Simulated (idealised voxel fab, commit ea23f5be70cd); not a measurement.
The following is a process module called voxel gate over fins.
This is section cut - it's 195 nm across, gridded in 5 nm square cells.
Notation: cross-section as square-cell grid; stated in bands, top first, going down; one or more cell rows per band.
First you get the band's top height and its bottom height, in nm, and then the materials it's made of, left to right, with each width in nm. If you see a single material with "throughout", that one covers the band edge to edge. "empty" is empty space.
Below 0: as-received wafer, all one material; heights counted from there. Lowest band: no bottom, goes on down, written "0 down".
A width such as "30..40" changes by the same amount from each row of cells to the next, from the band's top row to its bottom row.
The cross-section has no changed cell in any step marked "left unchanged".
What "Voids, enclosed" gives you is every empty space of 8 cells or more that is cut off from the top. Each appears as width x height at distance, with the distance taken from the left edge and width, height and distance all in nm.
That trailing text on a step's line, after the settings, is the simulator's own remark on the step.
Steps that use a mask can have "overlay nm" on their line. It says how far the mask sat to the right of where it was meant to be. Negative means to the left.

### Listed below are the process steps as planned
1 RECEIVE with material Si
2 CONFORMAL_DEP with material SiN, thk nm 5
3 DIRECTIONAL_DEP with material aC, thk nm 15
4 PATTERN with tone cover, mask id FINS, material resist, width nm 15, pitch nm 60, thk nm 30, overlay nm 0
5 DIRECTIONAL_ETCH with etch materials aC, depth nm 15
6 STRIP with etch materials resist
7 DIRECTIONAL_ETCH with etch materials SiN, depth nm 5
8 DIRECTIONAL_ETCH with etch materials Si, depth nm 30
9 STRIP with etch materials aC
10 FILL_DEP with material SiO2, thk nm 10
11 CMP with height nm 5
12 MASKED_ETCH with tone open, mask id RAIL, width nm 15, etch materials SiO2, depth nm 30, overlay nm 0
13 CONFORMAL_DEP with material TiN, thk nm 5
14 FILL_DEP with material W, thk nm 5
15 CMP with height nm 5
16 SELECTIVE_ETCH with etch materials W Ru TiN, depth nm 20
17 FILL_DEP with material SiO2, thk nm 5
18 CMP with height nm 5
19 SELECTIVE_ETCH with etch materials SiO2, depth nm 15
20 STRIP with etch materials SiN
21 CONFORMAL_DEP with material HfO2, thk nm 5
22 CONFORMAL_DEP with material TiN, thk nm 5
23 CONFORMAL_DEP with material TiAl, thk nm 5
24 CONFORMAL_DEP with material TiN, thk nm 5
25 FILL_DEP with material W, thk nm 15
26 CMP with height nm 30
27 CONFORMAL_DEP with material SiCN, thk nm 10
Wafers differ in width nm at step 12; plan lists the first wafer's value; identical starting state.

### First of several wafers (as received, post step 1), cross-sectional view
	0 down = Si throughout
	Voids, enclosed: none

### Cross-section after step 27, the final step of the module, for the first of several wafers
	40 to 30 = SiCN throughout
	30 to 20 = W throughout
	20 to 15 = W 10 nm  TiN 55 nm  W 5 nm  TiN 55 nm  W 5 nm  TiN 55 nm  W 10 nm
	15 to 10 = W 10 nm  TiN 5 nm  TiAl 45 nm  TiN 5 nm  W 5 nm  TiN 5 nm  TiAl 45 nm  TiN 5 nm  W 5 nm  TiN 5 nm  TiAl 45 nm  TiN 5 nm  W 10 nm
	10 to 5 = TiN 15 nm  TiAl 5 nm  TiN 35 nm  TiAl 5 nm  TiN 15 nm  TiAl 5 nm  TiN 35 nm  TiAl 5 nm  TiN 15 nm  TiAl 5 nm  TiN 35 nm  TiAl 5 nm  TiN 15 nm
	5 to 0 = TiAl 20 nm  TiN 5 nm  HfO2 25 nm  TiN 5 nm  TiAl 25 nm  TiN 5 nm  HfO2 25 nm  TiN 5 nm  TiAl 25 nm  TiN 5 nm  HfO2 25 nm  TiN 5 nm  TiAl 20 nm
	0 to -5 = TiN 25 nm  HfO2 5 nm  Si 15 nm  HfO2 5 nm  TiN 35 nm  HfO2 5 nm  Si 15 nm  HfO2 5 nm  TiN 35 nm  HfO2 5 nm  Si 15 nm  HfO2 5 nm  TiN 25 nm
	-5 to -10 = HfO2 30 nm  Si 15 nm  HfO2 45 nm  Si 15 nm  HfO2 45 nm  Si 15 nm  HfO2 30 nm
	-10 to -15 = SiO2 30 nm  Si 15 nm  SiO2 45 nm  Si 15 nm  SiO2 45 nm  Si 15 nm  SiO2 30 nm
	-15 to -20 = SiO2 30 nm  Si 15 nm  SiO2 15 nm  TiN 5 nm  W 5 nm  TiN 5 nm  SiO2 15 nm  Si 15 nm  SiO2 45 nm  Si 15 nm  SiO2 30 nm
	-20 to -25 = SiO2 30 nm  Si 15 nm  SiO2 15 nm  TiN 15 nm  SiO2 15 nm  Si 15 nm  SiO2 45 nm  Si 15 nm  SiO2 30 nm
	-25 to -30 = SiO2 30 nm  Si 15 nm  SiO2 45 nm  Si 15 nm  SiO2 45 nm  Si 15 nm  SiO2 30 nm
	-30 down = Si throughout
	Voids, enclosed: none

### The final wafer, sectioned at module end
	40 to 30 = SiCN throughout
	30 to 20 = W throughout
	20 to 15 = W 10 nm  TiN 55 nm  W 5 nm  TiN 55 nm  W 5 nm  TiN 55 nm  W 10 nm
	15 to 10 = W 10 nm  TiN 5 nm  TiAl 45 nm  TiN 5 nm  W 5 nm  TiN 5 nm  TiAl 45 nm  TiN 5 nm  W 5 nm  TiN 5 nm  TiAl 45 nm  TiN 5 nm  W 10 nm
	10 to 5 = TiN 15 nm  TiAl 5 nm  TiN 35 nm  TiAl 5 nm  TiN 15 nm  TiAl 5 nm  TiN 35 nm  TiAl 5 nm  TiN 15 nm  TiAl 5 nm  TiN 35 nm  TiAl 5 nm  TiN 15 nm
	5 to 0 = TiAl 20 nm  TiN 5 nm  HfO2 25 nm  TiN 5 nm  TiAl 25 nm  TiN 5 nm  HfO2 25 nm  TiN 5 nm  TiAl 25 nm  TiN 5 nm  HfO2 25 nm  TiN 5 nm  TiAl 20 nm
	0 to -5 = TiN 25 nm  HfO2 5 nm  Si 15 nm  HfO2 5 nm  TiN 35 nm  HfO2 5 nm  Si 15 nm  HfO2 5 nm  TiN 35 nm  HfO2 5 nm  Si 15 nm  HfO2 5 nm  TiN 25 nm
	-5 to -10 = HfO2 30 nm  Si 15 nm  HfO2 45 nm  Si 15 nm  HfO2 45 nm  Si 15 nm  HfO2 30 nm
	-10 to -15 = SiO2 30 nm  Si 15 nm  SiO2 45 nm  Si 15 nm  SiO2 45 nm  Si 15 nm  SiO2 30 nm
	-15 to -20 = SiO2 30 nm  Si 15 nm  SiO2 10 nm  TiN 5 nm  W 20 nm  TiN 5 nm  SiO2 5 nm  Si 15 nm  SiO2 45 nm  Si 15 nm  SiO2 30 nm
	-20 to -25 = SiO2 30 nm  Si 15 nm  SiO2 10 nm  TiN 30 nm  SiO2 5 nm  Si 15 nm  SiO2 45 nm  Si 15 nm  SiO2 30 nm
	-25 to -30 = SiO2 30 nm  Si 15 nm  SiO2 45 nm  Si 15 nm  SiO2 45 nm  Si 15 nm  SiO2 30 nm
	-30 down = Si throughout
	Voids, enclosed: none

### Here is how to read the rows: every wafer has a row, and it shows the wafer at the end of the module, giving for each material how many cells were gained (+) or lost (-) since the wafer was received, then listing its closed voids
width nm 15, +51 HfO2, -180 Si, +78 SiCN, +114 SiO2, +51 TiAl, +107 TiN, +91 W, Voids, enclosed: none
width nm 20, +51 HfO2, -180 Si, +78 SiCN, +112 SiO2, +51 TiAl, +108 TiN, +92 W, Voids, enclosed: none
width nm 25, +51 HfO2, -180 Si, +78 SiCN, +110 SiO2, +51 TiAl, +109 TiN, +93 W, Voids, enclosed: none
width nm 30, +51 HfO2, -180 Si, +78 SiCN, +108 SiO2, +51 TiAl, +110 TiN, +94 W, Voids, enclosed: none
